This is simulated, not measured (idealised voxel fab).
You're looking at the process module voxel transistor to metal.
We display cut, a cross-section 185 nm in width whose square cells are each 5 nm.
Think of the cross-section as a grid of square cells. We describe it in bands, top to bottom, and each band covers one or more rows of those cells.
Top, bottom (nm), then materials left to right with widths (nm); lone material tagged "throughout" fills the whole band edge to edge; "empty" = empty space.
All heights in this document are referenced to 0, defined as the level beneath which the wafer, as received, consists entirely of one material. The lowest band is not bounded below; it extends indefinitely downward and is written in the form "0 down".
Read "30 to 40" as a graded width: first number on top, second number at the bottom, same change between each pair of neighbouring rows.
It should be understood that the words "all unchanged", when stated for a given step, signify that the cross-section underwent no change in any of its cells during that step.
Listed in "Non-vented voids": every empty space of 8 or more cells without an open way to the top. Form: width x height at distance, the distance being from the left edge, all in nm.
Step line, after settings: the simulator's comment on this step.
The "overlay nm" setting may appear on a step's line; for a step that uses a mask, it gives how far to the right of its planned position the mask lay, and a negative value indicates the left.
How should the pairs below be read? Each gives the cross-section before one process step and the cross-section after it, the latter drawn only to the lowest band that changed; the step that lies between them, with its settings, appears under the pair. Does a pair pick up where the pair above left off? Only where its entry headed "Pre-process" says so, since pairs can come from different runs of this module on the same starting wafer.
# Pre-process
	70 to 55 | 45 of empty | 20 of W | 55 of empty | 20 of W | 45 of empty
	55 to 50 | 45 of empty | 20 of TiN | 55 of empty | 20 of TiN | 45 of empty
	50 to 40 | 45 of SiO2 | 5 of TiN | 10 of Ru | 5 of TiN | 55 of SiO2 | 5 of TiN | 10 of Ru | 5 of TiN | 45 of SiO2
	40 to 35 | 45 of SiO2 | 20 of TiN | 55 of SiO2 | 20 of TiN | 45 of SiO2
	35 to 30 | 80 of SiCN | 5 of SiO2 | 5 of SiN | 5 of SiO2 | 5 of SiN | 5 of SiO2 | 80 of SiCN
	30 to 25 | 35 of polySi | 45 of SiCN | 5 of SiO2 | 5 of SiN | 5 of SiO2 | 5 of SiN | 5 of SiO2 | 45 of SiCN | 35 of polySi
	25 to 0 | 80 of polySi | 5 of SiO2 | 5 of SiN | 5 of SiO2 | 5 of SiN | 5 of SiO2 | 80 of polySi
	0 to -5 | 35 of SiO2 | 45 of polySi | 5 of SiO2 | 5 of SiN | 5 of nSi | 5 of SiN | 5 of SiO2 | 45 of polySi | 35 of SiO2
	-5 to -10 | 90 of SiO2 | 5 of nSi | 90 of SiO2
	-10 to -20 | 45 of SiO2 | 45 of Si | 5 of nSi | 45 of Si | 45 of SiO2
	-20 to -45 | 45 of SiO2 | 95 of Si | 45 of SiO2
	-45 down | Si throughout
	Non-vented voids: none
# Post-Process View
	75 to 70 | 40 of empty | 30 of SiN | 45 of empty | 30 of SiN | 40 of empty
	70 to 55 | 40 of empty | 5 of SiN | 20 of W | 5 of SiN | 45 of empty | 5 of SiN | 20 of W | 5 of SiN | 40 of empty
	55 to 50 | 45 of SiN | 20 of TiN | 55 of SiN | 20 of TiN | 45 of SiN
	Beneath the level 50, the cross-section is identical to its previous state.
	Non-vented voids: none
Relating the two cross-sections above, the step in between is CONFORMAL_DEP (material SiN; thk nm 5)
Pre-process: The pre-step condition corresponds to the post-step cross-section depicted in the pair directly above.
# Post-Process View
	85 to 75 | lowk throughout
	75 to 70 | 40 of lowk | 30 of SiN | 45 of lowk | 30 of SiN | 40 of lowk
	70 to 55 | 40 of lowk | 5 of SiN | 20 of W | 5 of SiN | 45 of lowk | 5 of SiN | 20 of W | 5 of SiN | 40 of lowk
	Beneath the level 55, the cross-section is identical to its previous state.
	Non-vented voids: none
Relating the two cross-sections above, the step in between is FILL_DEP (material lowk; thk nm 10)
Pre-process: The pre-step condition corresponds to the post-step cross-section depicted in the pair directly above.
# Post-Process View
	70 to 55 | 40 of lowk | 5 of SiN | 20 of W | 5 of SiN | 45 of lowk | 5 of SiN | 20 of W | 5 of SiN | 40 of lowk
	Beneath the level 55, the cross-section is identical to its previous state.
	Non-vented voids: none
Relating the two cross-sections above, the step in between is CMP (height nm 70)
Pre-process: The pre-step condition corresponds to the post-step cross-section depicted in the pair directly above.
# Post-Process View
	75 to 70 | SiCN throughout
	Beneath the level 70, the cross-section is identical to its previous state.
	Non-vented voids: none
Relating the two cross-sections above, the step in between is CONFORMAL_DEP (material SiCN; thk nm 5)
Pre-process: The pre-step condition corresponds to the post-step cross-section depicted in the pair directly above.
# Post-Process View
	110 to 75 | SiO2 throughout
	Beneath the level 75, the cross-section is identical to its previous state.
	Non-vented voids: none
Relating the two cross-sections above, the step in between is DIRECTIONAL_DEP (material SiO2; thk nm 35)
Pre-process: The pre-step condition corresponds to the post-step cross-section depicted in the pair directly above.
# Post-Process View
	110 to 90 | 45 of SiO2 | 20 of empty | 55 of SiO2 | 20 of empty | 45 of SiO2
	Beneath the level 90, the cross-section is identical to its previous state.
	Non-vented voids: none
Relating the two cross-sections above, the step in between is MASKED_ETCH (tone open; mask id METAL_2; width nm 20; pitch nm 75; etch materials SiO2; depth nm 20; overlay nm 0)
Pre-process: The pre-step condition corresponds to the post-step cross-section depicted in the pair directly above.
# Post-Process View
	110 to 90 | 45 of SiO2 | 20 of empty | 55 of SiO2 | 20 of empty | 45 of SiO2
	90 to 75 | 45 of SiO2 | 15 of empty | 60 of SiO2 | 15 of empty | 50 of SiO2
	Beneath the level 75, the cross-section is identical to its previous state.
	Non-vented voids: none
Relating the two cross-sections above, the step in between is MASKED_ETCH (tone open; mask id METAL_2_HOLES; width nm 15; pitch nm 75; etch materials SiO2; depth nm 15; overlay nm 0)
Pre-process: The pre-step condition corresponds to the post-step cross-section depicted in the pair directly above.
# Post-Process View
	110 to 90 | 45 of SiO2 | 20 of empty | 55 of SiO2 | 20 of empty | 45 of SiO2
	90 to 75 | 45 of SiO2 | 15 of empty | 60 of SiO2 | 15 of empty | 50 of SiO2
	75 to 70 | 45 of SiCN | 15 of empty | 60 of SiCN | 15 of empty | 50 of SiCN
	Beneath the level 70, the cross-section is identical to its previous state.
	Non-vented voids: none
Relating the two cross-sections above, the step in between is MASKED_ETCH (tone open; mask id METAL_2_HOLES; width nm 15; pitch nm 75; etch materials SiCN; depth nm 5; overlay nm 0)
Pre-process: The pre-step condition corresponds to the post-step cross-section depicted in the pair directly above.
# Post-Process View
	115 to 110 | 50 of TiN | 10 of empty | 65 of TiN | 10 of empty | 50 of TiN
	110 to 95 | 45 of SiO2 | 5 of TiN | 10 of empty | 5 of TiN | 55 of SiO2 | 5 of TiN | 10 of empty | 5 of TiN | 45 of SiO2
	95 to 90 | 45 of SiO2 | 5 of TiN | 5 of empty | 10 of TiN | 55 of SiO2 | 5 of TiN | 5 of empty | 10 of TiN | 45 of SiO2
	90 to 75 | 45 of SiO2 | 5 of TiN | 5 of empty | 5 of TiN | 60 of SiO2 | 5 of TiN | 5 of empty | 5 of TiN | 50 of SiO2
	75 to 70 | 45 of SiCN | 15 of TiN | 60 of SiCN | 15 of TiN | 50 of SiCN
	Beneath the level 70, the cross-section is identical to its previous state.
	Non-vented voids: none
Relating the two cross-sections above, the step in between is CONFORMAL_DEP (material TiN; thk nm 5)
Pre-process: The pre-step condition corresponds to the post-step cross-section depicted in the pair directly above.
# Post-Process View
	120 to 115 | Ru throughout
	115 to 110 | 50 of TiN | 10 of Ru | 65 of TiN | 10 of Ru | 50 of TiN
	110 to 95 | 45 of SiO2 | 5 of TiN | 10 of Ru | 5 of TiN | 55 of SiO2 | 5 of TiN | 10 of Ru | 5 of TiN | 45 of SiO2
	95 to 90 | 45 of SiO2 | 5 of TiN | 5 of Ru | 10 of TiN | 55 of SiO2 | 5 of TiN | 5 of Ru | 10 of TiN | 45 of SiO2
	90 to 75 | 45 of SiO2 | 5 of TiN | 5 of Ru | 5 of TiN | 60 of SiO2 | 5 of TiN | 5 of Ru | 5 of TiN | 50 of SiO2
	Beneath the level 75, the cross-section is identical to its previous state.
	Non-vented voids: none
Relating the two cross-sections above, the step in between is FILL_DEP (material Ru; thk nm 5)
Pre-process: The pre-step condition corresponds to the post-step cross-section depicted in the pair directly above.
# Post-Process View
	110 to 95 | 45 of SiO2 | 5 of TiN | 10 of Ru | 5 of TiN | 55 of SiO2 | 5 of TiN | 10 of Ru | 5 of TiN | 45 of SiO2
	Beneath the level 95, the cross-section is identical to its previous state.
	Non-vented voids: none
Relating the two cross-sections above, the step in between is CMP (height nm 110)
Pre-process: The pre-step condition corresponds to the post-step cross-section depicted in the pair directly above.
# Post-Process View
	115 to 110 | SiN throughout
	Beneath the level 110, the cross-section is identical to its previous state.
	Non-vented voids: none
Relating the two cross-sections above, the step in between is CONFORMAL_DEP (material SiN; thk nm 5)
